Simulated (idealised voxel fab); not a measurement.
You're looking at the process module voxel transistor to metal.
Square cell edge 5 nm, section width 275 nm, ID cut.
This document writes a cross-section as a grid whose cells are square, and gives it as bands, listed from the top down; one or more rows of cells form a band.
Within each band entry, the heights of the top and of the bottom of the band appear first, in that order and in nm; the materials of the band then follow from left to right, each with its corresponding width in nm. The designation "throughout" on a single material indicates that it fills the band from edge to edge; the designation "blank" indicates empty space.
Heads up on the height convention: 0 is the point under which the incoming wafer is all one material, and the lowest band has no bottom, it just keeps going down, like "0 -> down".
Width: "30->40" (first number = top row, second number = bottom row, same change from row to row of cells).
Reading "remained the same" for a step: not a cell of the cross-section changed in it.
Closed empty spaces (no open way to the top) of 8 cells or more are what "Enclosed internal cavities" lists, each as width x height at distance from the left edge, nm for all three.
On a step's line, text after the settings is the simulator commenting on that step.
When a step includes a mask, the "overlay nm" setting on its line states how far to the right of its planned place that mask lay, and negative values state how far to the left.

-- Process steps - plan
1 RECEIVE,material Si
2 CONFORMAL_DEP,material SiO2,thk nm 5
3 CONFORMAL_DEP,material SiN,thk nm 15
4 DIRECTIONAL_DEP,material aC,thk nm 10
5 PATTERN,tone cover,mask id ACTIVE,material resist,width nm 95,pitch nm 120,thk nm 25,overlay nm 0
6 DIRECTIONAL_ETCH,etch materials aC,depth nm 10
7 STRIP,etch materials resist
8 DIRECTIONAL_ETCH,etch materials SiN,depth nm 15
9 DIRECTIONAL_ETCH,etch materials SiO2,depth nm 5
10 DIRECTIONAL_ETCH,etch materials Si,depth nm 25
11 STRIP,etch materials aC
12 OXIDIZE,depth nm 5
13 FILL_DEP,material SiO2,thk nm 15
14 CMP,height nm 20
15 SELECTIVE_ETCH,etch materials SiO2,depth nm 10
16 STRIP,etch materials SiN
17 SELECTIVE_ETCH,etch materials SiO2,depth nm 5
18 OXIDIZE,depth nm 5
19 DIRECTIONAL_DEP,material polySi,thk nm 30
20 DIRECTIONAL_DEP,material SiCN,thk nm 15
21 DIRECTIONAL_DEP,material aC,thk nm 15
22 PATTERN,tone cover,mask id GATE,material resist,width nm 25,pitch nm 120,thk nm 30,overlay nm 0
23 DIRECTIONAL_ETCH,etch materials aC,depth nm 15
24 STRIP,etch materials resist
25 DIRECTIONAL_ETCH,etch materials SiCN,depth nm 25
26 DIRECTIONAL_ETCH,etch materials polySi,depth nm 40
27 STRIP,etch materials aC
28 CONFORMAL_DEP,material SiO2,thk nm 5
29 DIRECTIONAL_ETCH,etch materials SiO2,depth nm 5
30 CONFORMAL_DEP,material SiN,thk nm 5
31 DIRECTIONAL_ETCH,etch materials SiN,depth nm 5
32 DIRECTIONAL_ETCH,etch materials SiO2,depth nm 5
33 EPI,material pSi,thk nm 5
34 FILL_DEP,material SiO2,thk nm 5
35 CMP,height nm 30
36 STRIP,etch materials polySi
37 SELECTIVE_ETCH,etch materials SiO2,depth nm 5
38 CONFORMAL_DEP,material HfO2,thk nm 5
39 CONFORMAL_DEP,material TiN,thk nm 5
40 FILL_DEP,material W,thk nm 10
41 CMP,height nm 25
42 DIRECTIONAL_DEP,material SiO2,thk nm 15
43 DIRECTIONAL_DEP,material aC,thk nm 15
44 PATTERN,tone open,mask id CONTACT,material resist,width nm 15,thk nm 30,overlay nm 0
45 DIRECTIONAL_ETCH,etch materials aC,depth nm 15
46 STRIP,etch materials resist
47 DIRECTIONAL_ETCH,etch materials SiO2,depth nm 40
48 STRIP,etch materials aC
49 CONFORMAL_DEP,material TiN,thk nm 5
50 FILL_DEP,material W,thk nm 5
51 CMP,height nm 40
52 CONFORMAL_DEP,material SiN,thk nm 5
53 DIRECTIONAL_DEP,material SiO2,thk nm 20
54 PATTERN,tone open,mask id METAL_1,material resist,width nm 15,thk nm 15,overlay nm 0
55 DIRECTIONAL_ETCH,etch materials SiO2,depth nm 20
56 DIRECTIONAL_ETCH,etch materials SiN,depth nm 5
57 STRIP,etch materials resist
58 CONFORMAL_DEP,material TiN,thk nm 5
59 FILL_DEP,material Cu,thk nm 5
60 CMP,height nm 65
61 CONFORMAL_DEP,material SiCN,thk nm 5
62 DIRECTIONAL_DEP,material lowk,thk nm 30
63 MASKED_ETCH,tone open,mask id METAL_2,width nm 15,pitch nm 120,etch materials lowk,depth nm 20,overlay nm 0
64 PATTERN,tone open,mask id METAL_2_HOLES,material resist,width nm 15,pitch nm 120,thk nm 20,overlay nm 0
65 DIRECTIONAL_ETCH,etch materials lowk,depth nm 10
66 DIRECTIONAL_ETCH,etch materials SiCN,depth nm 5
67 STRIP,etch materials resist
68 CONFORMAL_DEP,material TiN,thk nm 5
69 FILL_DEP,material Cu,thk nm 10
70 CMP,height nm 100
71 CONFORMAL_DEP,material SiN,thk nm 5

-- Received-state cross-section, reflecting completion of step 1
    0 -> down = Si throughout
    Enclosed internal cavities: none

-- Starting structure and process plan are as shown above, but one mistake was made in running the module; the wafer cross-section at the end of the module follows
    105 -> 100 = TiN throughout
    100 -> 70 = 35 lowk, then 5 TiN, then 5 Cu, then 5 TiN, then 105 lowk, then 5 TiN, then 5 Cu, then 5 TiN, then 105 lowk
    70 -> 65 = 35 SiCN, then 15 TiN, then 105 SiCN, then 15 TiN, then 105 SiCN
    65 -> 45 = 35 SiO2, then 5 TiN, then 5 Cu, then 5 TiN, then 55 SiO2, then 5 TiN, then 5 Cu, then 5 TiN, then 35 SiO2, then 5 TiN, then 5 Cu, then 5 TiN, then 55 SiO2, then 5 TiN, then 5 Cu, then 5 TiN, then 35 SiO2
    45 -> 40 = 35 SiN, then 15 TiN, then 55 SiN, then 15 TiN, then 35 SiN, then 15 TiN, then 55 SiN, then 15 TiN, then 35 SiN
    40 -> 25 = 35 SiO2, then 5 TiN, then 5 W, then 5 TiN, then 55 SiO2, then 5 TiN, then 5 W, then 5 TiN, then 35 SiO2, then 5 TiN, then 5 W, then 5 TiN, then 55 SiO2, then 5 TiN, then 5 W, then 5 TiN, then 35 SiO2
    25 -> 5 = 35 SiO2, then 5 TiN, then 5 W, then 5 TiN, then 5 SiO2, then 5 SiN, then 5 HfO2, then 5 TiN, then 15 W, then 5 TiN, then 5 HfO2, then 5 SiN, then 5 SiO2, then 5 TiN, then 5 W, then 5 TiN, then 35 SiO2, then 5 TiN, then 5 W, then 5 TiN, then 5 SiO2, then 5 SiN, then 5 HfO2, then 5 TiN, then 15 W, then 5 TiN, then 5 HfO2, then 5 SiN, then 5 SiO2, then 5 TiN, then 5 W, then 5 TiN, then 35 SiO2
    5 -> 0 = 30 SiO2, then 5 SiN, then 15 TiN, then 5 SiO2, then 5 SiN, then 5 HfO2, then 25 TiN, then 5 HfO2, then 5 SiN, then 5 SiO2, then 15 TiN, then 5 SiN, then 25 SiO2, then 5 SiN, then 15 TiN, then 5 SiO2, then 5 SiN, then 5 HfO2, then 25 TiN, then 5 HfO2, then 5 SiN, then 5 SiO2, then 15 TiN, then 5 SiN, then 30 SiO2
    0 -> -5 = 35 SiO2, then 20 pSi, then 5 SiO2, then 35 HfO2, then 5 SiO2, then 20 pSi, then 35 SiO2, then 20 pSi, then 5 SiO2, then 35 HfO2, then 5 SiO2, then 20 pSi, then 35 SiO2
    -5 -> -30 = 35 SiO2, then 85 Si, then 35 SiO2, then 85 Si, then 35 SiO2
    -30 -> down = Si throughout
    Enclosed internal cavities: none
Deviation noted in wafer processing: step 71 was run on a setting that differed from the plan, and what really ran there is CONFORMAL_DEP,material TiN,thk nm 5
